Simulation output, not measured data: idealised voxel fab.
The process module that follows is named voxel transistor to metal.
We display cut, a cross-section 210 nm in width whose square cells are each 5 nm.
In this document a cross-section is written as a grid of square cells. It is given as a series of bands, listed from the top down, and a band is one or more rows of cells. Look at the band entry: it leads with the top's height and the bottom's height in nm. Then it lists the materials left to right, with a width in nm for each. The word "edge to edge" on a single material says that material fills the band edge to edge. The word "blank" is empty space. We count height from 0. Below that, the starting wafer is all one material. The lowest band never ends at the bottom but goes on down; see "z 0 and below" for how that is written. A two-number width, for instance "30..40", indicates that the width is equal to the first number in the top row of the band and to the second number in the bottom row, and that it changes by a constant amount per row of cells. Step note "nothing got changed" = no cross-section cell changed. Completely sealed voids: empty space of 8 cells or more with no open way to the top, each as width x height at its distance from the left edge, in nm. Read whatever lies past the settings on a step's line as the simulator's own remark about the step. overlay nm, on a step with a mask: how far to the right of its planned place the mask lay; to the left if negative.

Intended process steps
1) RECEIVE [material Si]
2) OXIDIZE [depth nm 5]
3) CONFORMAL_DEP [material SiN] [thk nm 10]
4) PATTERN [tone cover] [mask id ACTIVE] [material resist] [width nm 110] [thk nm 20] [overlay nm 0]
5) DIRECTIONAL_ETCH [etch materials SiN] [depth nm 10]
6) DIRECTIONAL_ETCH [etch materials SiO2] [depth nm 5]
7) DIRECTIONAL_ETCH [etch materials Si] [depth nm 30]
8) STRIP [etch materials resist]
9) OXIDIZE [depth nm 5]
10) FILL_DEP [material SiO2] [thk nm 10]
11) CMP [height nm 10]
12) SELECTIVE_ETCH [etch materials SiO2] [depth nm 5]
13) STRIP [etch materials SiN]
14) SELECTIVE_ETCH [etch materials SiO2] [depth nm 5]
15) OXIDIZE [depth nm 5]
16) DIRECTIONAL_DEP [material polySi] [thk nm 20]
17) DIRECTIONAL_DEP [material SiCN] [thk nm 10]
18) MASKED_ETCH [tone cover] [mask id GATE] [width nm 30] [etch materials SiCN] [depth nm 20] [overlay nm 0]
19) MASKED_ETCH [tone cover] [mask id GATE] [width nm 30] [etch materials polySi] [depth nm 30] [overlay nm 0]
20) CONFORMAL_DEP [material SiN] [thk nm 5]
21) DIRECTIONAL_ETCH [etch materials SiN] [depth nm 5]
22) DIRECTIONAL_ETCH [etch materials SiO2] [depth nm 5]
23) DIRECTIONAL_ETCH [etch materials Si] [depth nm 15]
24) EPI [material pSi] [thk nm 20]
25) FILL_DEP [material SiO2] [thk nm 10]
26) CMP [height nm 15]
27) STRIP [etch materials polySi]
28) SELECTIVE_ETCH [etch materials SiO2] [depth nm 5]
29) CONFORMAL_DEP [material HfO2] [thk nm 5]
30) CONFORMAL_DEP [material TiN] [thk nm 5]
31) FILL_DEP [material W] [thk nm 10]
32) CMP [height nm 10]
33) DIRECTIONAL_DEP [material SiO2] [thk nm 15]
34) MASKED_ETCH [tone open] [mask id CONTACT] [width nm 15] [pitch nm 75] [etch materials SiO2] [depth nm 30] [overlay nm 0]
35) CONFORMAL_DEP [material TiN] [thk nm 5]
36) FILL_DEP [material Ru] [thk nm 5]
37) CMP [height nm 25]
38) DIRECTIONAL_DEP [material TiN] [thk nm 5]
39) DIRECTIONAL_DEP [material Ru] [thk nm 20]
40) DIRECTIONAL_DEP [material aC] [thk nm 15]
41) PATTERN [tone cover] [mask id METAL_1] [material resist] [width nm 15] [pitch nm 75] [thk nm 35] [overlay nm 0]
42) DIRECTIONAL_ETCH [etch materials aC] [depth nm 15]
43) STRIP [etch materials resist]
44) DIRECTIONAL_ETCH [etch materials Ru] [depth nm 20]
45) DIRECTIONAL_ETCH [etch materials TiN] [depth nm 5]
46) STRIP [etch materials aC]
47) FILL_DEP [material lowk] [thk nm 5]
48) CMP [height nm 50]
49) CONFORMAL_DEP [material SiN] [thk nm 5]

First of two wafers: run as planned

Wafer cross-section on receipt, i.e. after step 1
* z 0 and below: Si edge to edge
* Completely sealed voids: none

State of the wafer after step 2, shown in cross-section
* z 0 to -5: SiO2 edge to edge
* Below -5, no change.

State of the wafer after step 3, shown in cross-section
* z 10 to 0: SiN edge to edge
* Below 0, no change.

State of the wafer after step 4, shown in cross-section
* z 30 to 10: 50 nm blank, 110 nm resist, 50 nm blank
* Below 10, no change.

State of the wafer after step 5, shown in cross-section
* z 30 to 10: 50 nm blank, 110 nm resist, 50 nm blank
* z 10 to 0: 50 nm blank, 110 nm SiN, 50 nm blank
* Below 0, no change.

State of the wafer after step 6, shown in cross-section
* z 30 to 10: 50 nm blank, 110 nm resist, 50 nm blank
* z 10 to 0: 50 nm blank, 110 nm SiN, 50 nm blank
* z 0 to -5: 50 nm blank, 110 nm SiO2, 50 nm blank
* Below -5, no change.

State of the wafer after step 7, shown in cross-section
* z 30 to 10: 50 nm blank, 110 nm resist, 50 nm blank
* z 10 to 0: 50 nm blank, 110 nm SiN, 50 nm blank
* z 0 to -5: 50 nm blank, 110 nm SiO2, 50 nm blank
* z -5 to -35: 50 nm blank, 110 nm Si, 50 nm blank
* Below -35, no change.

State of the wafer after step 8, shown in cross-section
* z 10 to 0: 50 nm blank, 110 nm SiN, 50 nm blank
* Below 0, no change.

State of the wafer after step 9, shown in cross-section
* z 10 to 0: 50 nm blank, 110 nm SiN, 50 nm blank
* z 0 to -5: 50 nm blank, 110 nm SiO2, 50 nm blank
* z -5 to -35: 50 nm blank, 5 nm SiO2, 100 nm Si, 5 nm SiO2, 50 nm blank
* z -35 to -40: 55 nm SiO2, 100 nm Si, 55 nm SiO2
* Below -40, no change.

State of the wafer after step 10, shown in cross-section
* z 20 to 10: SiO2 edge to edge
* z 10 to 0: 50 nm SiO2, 110 nm SiN, 50 nm SiO2
* z 0 to -5: SiO2 edge to edge
* z -5 to -40: 55 nm SiO2, 100 nm Si, 55 nm SiO2
* Below -40, no change.

State of the wafer after step 11, shown in cross-section
* z 10 to 0: 50 nm SiO2, 110 nm SiN, 50 nm SiO2
* Below 0, no change.

State of the wafer after step 12, shown in cross-section
* z 10 to 5: 50 nm blank, 110 nm SiN, 50 nm blank
* Below 5, no change.

State of the wafer after step 13, shown in cross-section
* z 5 to 0: 50 nm SiO2, 110 nm blank, 50 nm SiO2
* Below 0, no change.

State of the wafer after step 14, shown in cross-section
* z 0 to -5: 45 nm SiO2, 120 nm blank, 45 nm SiO2
* Below -5, no change.

State of the wafer after step 15, shown in cross-section
* z 0 to -5: 45 nm SiO2, 120 nm blank, 45 nm SiO2
* z -5 to -10: SiO2 edge to edge
* Below -10, no change.

State of the wafer after step 16, shown in cross-section
* z 20 to 15: 45 nm polySi, 120 nm blank, 45 nm polySi
* z 15 to 0: polySi edge to edge
* z 0 to -5: 45 nm SiO2, 120 nm polySi, 45 nm SiO2
* Below -5, no change.

State of the wafer after step 17, shown in cross-section
* z 30 to 25: 45 nm SiCN, 120 nm blank, 45 nm SiCN
* z 25 to 20: SiCN edge to edge
* z 20 to 15: 45 nm polySi, 120 nm SiCN, 45 nm polySi
* Below 15, no change.

State of the wafer after step 18, shown in cross-section
* z 25 to 20: 90 nm blank, 30 nm SiCN, 90 nm blank
* z 20 to 15: 45 nm polySi, 45 nm blank, 30 nm SiCN, 45 nm blank, 45 nm polySi
* Below 15, no change.

State of the wafer after step 19, shown in cross-section
* z 25 to 15: 90 nm blank, 30 nm SiCN, 90 nm blank
* z 15 to 0: 90 nm blank, 30 nm polySi, 90 nm blank
* z 0 to -5: 45 nm SiO2, 45 nm blank, 30 nm polySi, 45 nm blank, 45 nm SiO2
* Below -5, no change.

State of the wafer after step 20, shown in cross-section
* z 30 to 25: 85 nm blank, 40 nm SiN, 85 nm blank
* z 25 to 15: 85 nm blank, 5 nm SiN, 30 nm SiCN, 5 nm SiN, 85 nm blank
* z 15 to 5: 85 nm blank, 5 nm SiN, 30 nm polySi, 5 nm SiN, 85 nm blank
* z 5 to 0: 50 nm SiN, 35 nm blank, 5 nm SiN, 30 nm polySi, 5 nm SiN, 35 nm blank, 50 nm SiN
* z 0 to -5: 45 nm SiO2, 45 nm SiN, 30 nm polySi, 45 nm SiN, 45 nm SiO2
* Below -5, no change.

State of the wafer after step 21, shown in cross-section
* z 25 to 15: 85 nm blank, 5 nm SiN, 30 nm SiCN, 5 nm SiN, 85 nm blank
* z 15 to 0: 85 nm blank, 5 nm SiN, 30 nm polySi, 5 nm SiN, 85 nm blank
* z 0 to -5: 45 nm SiO2, 5 nm SiN, 35 nm blank, 5 nm SiN, 30 nm polySi, 5 nm SiN, 35 nm blank, 5 nm SiN, 45 nm SiO2
* Below -5, no change.

State of the wafer after step 22, shown in cross-section
* z 25 to 15: 85 nm blank, 5 nm SiN, 30 nm SiCN, 5 nm SiN, 85 nm blank
* z 15 to 0: 85 nm blank, 5 nm SiN, 30 nm polySi, 5 nm SiN, 85 nm blank
* z 0 to -5: 45 nm blank, 5 nm SiN, 35 nm blank, 5 nm SiN, 30 nm polySi, 5 nm SiN, 35 nm blank, 5 nm SiN, 45 nm blank
* z -5 to -10: 50 nm SiO2, 35 nm blank, 40 nm SiO2, 35 nm blank, 50 nm SiO2
* Below -10, no change.

State of the wafer after step 23, shown in cross-section
* z 25 to 15: 85 nm blank, 5 nm SiN, 30 nm SiCN, 5 nm SiN, 85 nm blank
* z 15 to 0: 85 nm blank, 5 nm SiN, 30 nm polySi, 5 nm SiN, 85 nm blank
* z 0 to -5: 45 nm blank, 5 nm SiN, 35 nm blank, 5 nm SiN, 30 nm polySi, 5 nm SiN, 35 nm blank, 5 nm SiN, 45 nm blank
* z -5 to -10: 50 nm SiO2, 35 nm blank, 40 nm SiO2, 35 nm blank, 50 nm SiO2
* z -10 to -25: 55 nm SiO2, 30 nm blank, 40 nm Si, 30 nm blank, 55 nm SiO2
* Below -25, no change.

State of the wafer after step 24, shown in cross-section
* z 25 to 15: 85 nm blank, 5 nm SiN, 30 nm SiCN, 5 nm SiN, 85 nm blank
* z 15 to 10: 85 nm blank, 5 nm SiN, 30 nm polySi, 5 nm SiN, 85 nm blank
* z 10 to 0: 65 nm blank, 20 nm pSi, 5 nm SiN, 30 nm polySi, 5 nm SiN, 20 nm pSi, 65 nm blank
* z 0 to -5: 45 nm blank, 5 nm SiN, 15 nm blank, 20 nm pSi, 5 nm SiN, 30 nm polySi, 5 nm SiN, 20 nm pSi, 15 nm blank, 5 nm SiN, 45 nm blank
* z -5 to -10: 50 nm SiO2, 35 nm pSi, 40 nm SiO2, 35 nm pSi, 50 nm SiO2
* z -10 to -25: 55 nm SiO2, 30 nm pSi, 40 nm Si, 30 nm pSi, 55 nm SiO2
* Below -25, no change.

State of the wafer after step 25, shown in cross-section
* z 35 to 25: SiO2 edge to edge
* z 25 to 15: 85 nm SiO2, 5 nm SiN, 30 nm SiCN, 5 nm SiN, 85 nm SiO2
* z 15 to 10: 85 nm SiO2, 5 nm SiN, 30 nm polySi, 5 nm SiN, 85 nm SiO2
* z 10 to 0: 65 nm SiO2, 20 nm pSi, 5 nm SiN, 30 nm polySi, 5 nm SiN, 20 nm pSi, 65 nm SiO2
* z 0 to -5: 45 nm SiO2, 5 nm SiN, 15 nm SiO2, 20 nm pSi, 5 nm SiN, 30 nm polySi, 5 nm SiN, 20 nm pSi, 15 nm SiO2, 5 nm SiN, 45 nm SiO2
* Below -5, no change.

State of the wafer after step 26, shown in cross-section
* z 15 to 10: 85 nm SiO2, 5 nm SiN, 30 nm polySi, 5 nm SiN, 85 nm SiO2
* Below 10, no change.

State of the wafer after step 27, shown in cross-section
* z 15 to 10: 85 nm SiO2, 5 nm SiN, 30 nm blank, 5 nm SiN, 85 nm SiO2
* z 10 to 0: 65 nm SiO2, 20 nm pSi, 5 nm SiN, 30 nm blank, 5 nm SiN, 20 nm pSi, 65 nm SiO2
* z 0 to -5: 45 nm SiO2, 5 nm SiN, 15 nm SiO2, 20 nm pSi, 5 nm SiN, 30 nm blank, 5 nm SiN, 20 nm pSi, 15 nm SiO2, 5 nm SiN, 45 nm SiO2
* Below -5, no change.

State of the wafer after step 28, shown in cross-section
* z 15 to 10: 85 nm blank, 5 nm SiN, 30 nm blank, 5 nm SiN, 85 nm blank
* z 10 to 0: 65 nm SiO2, 20 nm pSi, 5 nm SiN, 30 nm blank, 5 nm SiN, 20 nm pSi, 65 nm SiO2
* z 0 to -5: 45 nm SiO2, 5 nm SiN, 15 nm SiO2, 20 nm pSi, 5 nm SiN, 30 nm blank, 5 nm SiN, 20 nm pSi, 15 nm SiO2, 5 nm SiN, 45 nm SiO2
* z -5 to -10: 50 nm SiO2, 35 nm pSi, 40 nm blank, 35 nm pSi, 50 nm SiO2
* Below -10, no change.

State of the wafer after step 29, shown in cross-section
* z 20 to 15: 80 nm blank, 15 nm HfO2, 20 nm blank, 15 nm HfO2, 80 nm blank
* z 15 to 10: 85 nm HfO2, 5 nm SiN, 5 nm HfO2, 20 nm blank, 5 nm HfO2, 5 nm SiN, 85 nm HfO2
* z 10 to 0: 65 nm SiO2, 20 nm pSi, 5 nm SiN, 5 nm HfO2, 20 nm blank, 5 nm HfO2, 5 nm SiN, 20 nm pSi, 65 nm SiO2
* z 0 to -5: 45 nm SiO2, 5 nm SiN, 15 nm SiO2, 20 nm pSi, 5 nm SiN, 5 nm HfO2, 20 nm blank, 5 nm HfO2, 5 nm SiN, 20 nm pSi, 15 nm SiO2, 5 nm SiN, 45 nm SiO2
* z -5 to -10: 50 nm SiO2, 35 nm pSi, 40 nm HfO2, 35 nm pSi, 50 nm SiO2
* Below -10, no change.

State of the wafer after step 30, shown in cross-section
* z 25 to 20: 75 nm blank, 25 nm TiN, 10 nm blank, 25 nm TiN, 75 nm blank
* z 20 to 15: 80 nm TiN, 15 nm HfO2, 5 nm TiN, 10 nm blank, 5 nm TiN, 15 nm HfO2, 80 nm TiN
* z 15 to 10: 85 nm HfO2, 5 nm SiN, 5 nm HfO2, 5 nm TiN, 10 nm blank, 5 nm TiN, 5 nm HfO2, 5 nm SiN, 85 nm HfO2
* z 10 to 0: 65 nm SiO2, 20 nm pSi, 5 nm SiN, 5 nm HfO2, 5 nm TiN, 10 nm blank, 5 nm TiN, 5 nm HfO2, 5 nm SiN, 20 nm pSi, 65 nm SiO2
* z 0 to -5: 45 nm SiO2, 5 nm SiN, 15 nm SiO2, 20 nm pSi, 5 nm SiN, 5 nm HfO2, 20 nm TiN, 5 nm HfO2, 5 nm SiN, 20 nm pSi, 15 nm SiO2, 5 nm SiN, 45 nm SiO2
* Below -5, no change.

State of the wafer after step 31, shown in cross-section
* z 35 to 25: W edge to edge
* z 25 to 20: 75 nm W, 25 nm TiN, 10 nm W, 25 nm TiN, 75 nm W
* z 20 to 15: 80 nm TiN, 15 nm HfO2, 5 nm TiN, 10 nm W, 5 nm TiN, 15 nm HfO2, 80 nm TiN
* z 15 to 10: 85 nm HfO2, 5 nm SiN, 5 nm HfO2, 5 nm TiN, 10 nm W, 5 nm TiN, 5 nm HfO2, 5 nm SiN, 85 nm HfO2
* z 10 to 0: 65 nm SiO2, 20 nm pSi, 5 nm SiN, 5 nm HfO2, 5 nm TiN, 10 nm W, 5 nm TiN, 5 nm HfO2, 5 nm SiN, 20 nm pSi, 65 nm SiO2
* Below 0, no change.

State of the wafer after step 32, shown in cross-section
* z 10 to 0: 65 nm SiO2, 20 nm pSi, 5 nm SiN, 5 nm HfO2, 5 nm TiN, 10 nm W, 5 nm TiN, 5 nm HfO2, 5 nm SiN, 20 nm pSi, 65 nm SiO2
* Below 0, no change.

State of the wafer after step 33, shown in cross-section
* z 25 to 10: SiO2 edge to edge
* Below 10, no change.

State of the wafer after step 34, shown in cross-section
* z 25 to 10: 60 nm SiO2, 15 nm blank, 60 nm SiO2, 15 nm blank, 60 nm SiO2
* z 10 to 0: 60 nm SiO2, 5 nm blank, 20 nm pSi, 5 nm SiN, 5 nm HfO2, 5 nm TiN, 10 nm W, 5 nm TiN, 5 nm HfO2, 5 nm SiN, 20 nm pSi, 5 nm blank, 60 nm SiO2
* z 0 to -5: 45 nm SiO2, 5 nm SiN, 10 nm SiO2, 5 nm blank, 20 nm pSi, 5 nm SiN, 5 nm HfO2, 20 nm TiN, 5 nm HfO2, 5 nm SiN, 20 nm pSi, 5 nm blank, 10 nm SiO2, 5 nm SiN, 45 nm SiO2
* Below -5, no change.

State of the wafer after step 35, shown in cross-section
* z 30 to 25: 65 nm TiN, 5 nm blank, 70 nm TiN, 5 nm blank, 65 nm TiN
* z 25 to 15: 60 nm SiO2, 5 nm TiN, 5 nm blank, 5 nm TiN, 60 nm SiO2, 5 nm TiN, 5 nm blank, 5 nm TiN, 60 nm SiO2
* z 15 to 10: 60 nm SiO2, 15 nm TiN, 60 nm SiO2, 15 nm TiN, 60 nm SiO2
* z 10 to 0: 60 nm SiO2, 5 nm TiN, 20 nm pSi, 5 nm SiN, 5 nm HfO2, 5 nm TiN, 10 nm W, 5 nm TiN, 5 nm HfO2, 5 nm SiN, 20 nm pSi, 5 nm TiN, 60 nm SiO2
* z 0 to -5: 45 nm SiO2, 5 nm SiN, 10 nm SiO2, 5 nm TiN, 20 nm pSi, 5 nm SiN, 5 nm HfO2, 20 nm TiN, 5 nm HfO2, 5 nm SiN, 20 nm pSi, 5 nm TiN, 10 nm SiO2, 5 nm SiN, 45 nm SiO2
* Below -5, no change.

State of the wafer after step 36, shown in cross-section
* z 35 to 30: Ru edge to edge
* z 30 to 25: 65 nm TiN, 5 nm Ru, 70 nm TiN, 5 nm Ru, 65 nm TiN
* z 25 to 15: 60 nm SiO2, 5 nm TiN, 5 nm Ru, 5 nm TiN, 60 nm SiO2, 5 nm TiN, 5 nm Ru, 5 nm TiN, 60 nm SiO2
* Below 15, no change.

State of the wafer after step 37, shown in cross-section
* z 25 to 15: 60 nm SiO2, 5 nm TiN, 5 nm Ru, 5 nm TiN, 60 nm SiO2, 5 nm TiN, 5 nm Ru, 5 nm TiN, 60 nm SiO2
* Below 15, no change.

State of the wafer after step 38, shown in cross-section
* z 30 to 25: TiN edge to edge
* Below 25, no change.

State of the wafer after step 39, shown in cross-section
* z 50 to 30: Ru edge to edge
* Below 30, no change.

State of the wafer after step 40, shown in cross-section
* z 65 to 50: aC edge to edge
* Below 50, no change.

State of the wafer after step 41, shown in cross-section
* z 100 to 65: 60 nm blank, 15 nm resist, 60 nm blank, 15 nm resist, 60 nm blank
* Below 65, no change.

State of the wafer after step 42, shown in cross-section
* z 85 to 65: 60 nm blank, 15 nm resist, 60 nm blank, 15 nm resist, 60 nm blank
* z 65 to 50: 60 nm blank, 15 nm aC, 60 nm blank, 15 nm aC, 60 nm blank
* Below 50, no change.

State of the wafer after step 43, shown in cross-section
* z 65 to 50: 60 nm blank, 15 nm aC, 60 nm blank, 15 nm aC, 60 nm blank
* Below 50, no change.

State of the wafer after step 44, shown in cross-section
* z 65 to 50: 60 nm blank, 15 nm aC, 60 nm blank, 15 nm aC, 60 nm blank
* z 50 to 30: 60 nm blank, 15 nm Ru, 60 nm blank, 15 nm Ru, 60 nm blank
* Below 30, no change.

State of the wafer after step 45, shown in cross-section
* z 65 to 50: 60 nm blank, 15 nm aC, 60 nm blank, 15 nm aC, 60 nm blank
* z 50 to 30: 60 nm blank, 15 nm Ru, 60 nm blank, 15 nm Ru, 60 nm blank
* z 30 to 25: 60 nm blank, 15 nm TiN, 60 nm blank, 15 nm TiN, 60 nm blank
* Below 25, no change.

State of the wafer after step 46, shown in cross-section
* z 50 to 30: 60 nm blank, 15 nm Ru, 60 nm blank, 15 nm Ru, 60 nm blank
* Below 30, no change.

State of the wafer after step 47, shown in cross-section
* z 55 to 50: lowk edge to edge
* z 50 to 30: 60 nm lowk, 15 nm Ru, 60 nm lowk, 15 nm Ru, 60 nm lowk
* z 30 to 25: 60 nm lowk, 15 nm TiN, 60 nm lowk, 15 nm TiN, 60 nm lowk
* Below 25, no change.

State of the wafer after step 48, shown in cross-section
* z 50 to 30: 60 nm lowk, 15 nm Ru, 60 nm lowk, 15 nm Ru, 60 nm lowk
* Below 30, no change.

State of the wafer after step 49, shown in cross-section
* z 55 to 50: SiN edge to edge
* Below 50, no change.

second wafer: like start, like plan, one mistake. Through step 31 it matches the first wafer

Second wafer: cross-section at the scheduled end of step 32: nothing got changed

Second wafer: cross-section at the scheduled end of step 33
* z 50 to 35: SiO2 edge to edge
* Below 35, no change.

Second wafer: cross-section at the scheduled end of step 34
* z 50 to 35: 60 nm SiO2, 15 nm blank, 60 nm SiO2, 15 nm blank, 60 nm SiO2
* Below 35, no change.

Second wafer: cross-section at the scheduled end of step 35
* z 55 to 50: 65 nm TiN, 5 nm blank, 70 nm TiN, 5 nm blank, 65 nm TiN
* z 50 to 40: 60 nm SiO2, 5 nm TiN, 5 nm blank, 5 nm TiN, 60 nm SiO2, 5 nm TiN, 5 nm blank, 5 nm TiN, 60 nm SiO2
* z 40 to 35: 60 nm SiO2, 15 nm TiN, 60 nm SiO2, 15 nm TiN, 60 nm SiO2
* Below 35, no change.

Second wafer: cross-section at the scheduled end of step 36
* z 60 to 55: Ru edge to edge
* z 55 to 50: 65 nm TiN, 5 nm Ru, 70 nm TiN, 5 nm Ru, 65 nm TiN
* z 50 to 40: 60 nm SiO2, 5 nm TiN, 5 nm Ru, 5 nm TiN, 60 nm SiO2, 5 nm TiN, 5 nm Ru, 5 nm TiN, 60 nm SiO2
* Below 40, no change.

Second wafer: cross-section at the scheduled end of step 37
* z 25 to 20: 75 nm W, 25 nm TiN, 10 nm W, 25 nm TiN, 75 nm W
* Below 20, no change.

Second wafer: cross-section at the scheduled end of step 38
* z 30 to 25: TiN edge to edge
* Below 25, no change.

Second wafer: cross-section at the scheduled end of step 39
* z 50 to 30: Ru edge to edge
* Below 30, no change.

Second wafer: cross-section at the scheduled end of step 40
* z 65 to 50: aC edge to edge
* Below 50, no change.

Second wafer: cross-section at the scheduled end of step 41
* z 100 to 65: 60 nm blank, 15 nm resist, 60 nm blank, 15 nm resist, 60 nm blank
* Below 65, no change.

Second wafer: cross-section at the scheduled end of step 42
* z 85 to 65: 60 nm blank, 15 nm resist, 60 nm blank, 15 nm resist, 60 nm blank
* z 65 to 50: 60 nm blank, 15 nm aC, 60 nm blank, 15 nm aC, 60 nm blank
* Below 50, no change.

Second wafer: cross-section at the scheduled end of step 43
* z 65 to 50: 60 nm blank, 15 nm aC, 60 nm blank, 15 nm aC, 60 nm blank
* Below 50, no change.

Second wafer: cross-section at the scheduled end of step 44
* z 65 to 50: 60 nm blank, 15 nm aC, 60 nm blank, 15 nm aC, 60 nm blank
* z 50 to 30: 60 nm blank, 15 nm Ru, 60 nm blank, 15 nm Ru, 60 nm blank
* Below 30, no change.

Second wafer: cross-section at the scheduled end of step 45
* z 65 to 50: 60 nm blank, 15 nm aC, 60 nm blank, 15 nm aC, 60 nm blank
* z 50 to 30: 60 nm blank, 15 nm Ru, 60 nm blank, 15 nm Ru, 60 nm blank
* z 30 to 25: 60 nm blank, 15 nm TiN, 60 nm blank, 15 nm TiN, 60 nm blank
* Below 25, no change.

Second wafer: cross-section at the scheduled end of step 46
* z 50 to 30: 60 nm blank, 15 nm Ru, 60 nm blank, 15 nm Ru, 60 nm blank
* Below 30, no change.

Second wafer: cross-section at the scheduled end of step 47
* z 55 to 50: lowk edge to edge
* z 50 to 30: 60 nm lowk, 15 nm Ru, 60 nm lowk, 15 nm Ru, 60 nm lowk
* z 30 to 25: 60 nm lowk, 15 nm TiN, 60 nm lowk, 15 nm TiN, 60 nm lowk
* Below 25, no change.

Second wafer: cross-section at the scheduled end of step 48
* z 50 to 30: 60 nm lowk, 15 nm Ru, 60 nm lowk, 15 nm Ru, 60 nm lowk
* Below 30, no change.

Second wafer: cross-section at the scheduled end of step 49
* z 55 to 50: SiN edge to edge
* Below 50, no change.
Finding, execution versus plan: yeah, step 32 of the plan got skipped, never ran
at the end the second wafer has, in cells: +42 HfO2 | -4 Ru | +2 SiN | -102 SiO2 | +26 TiN | +36 W
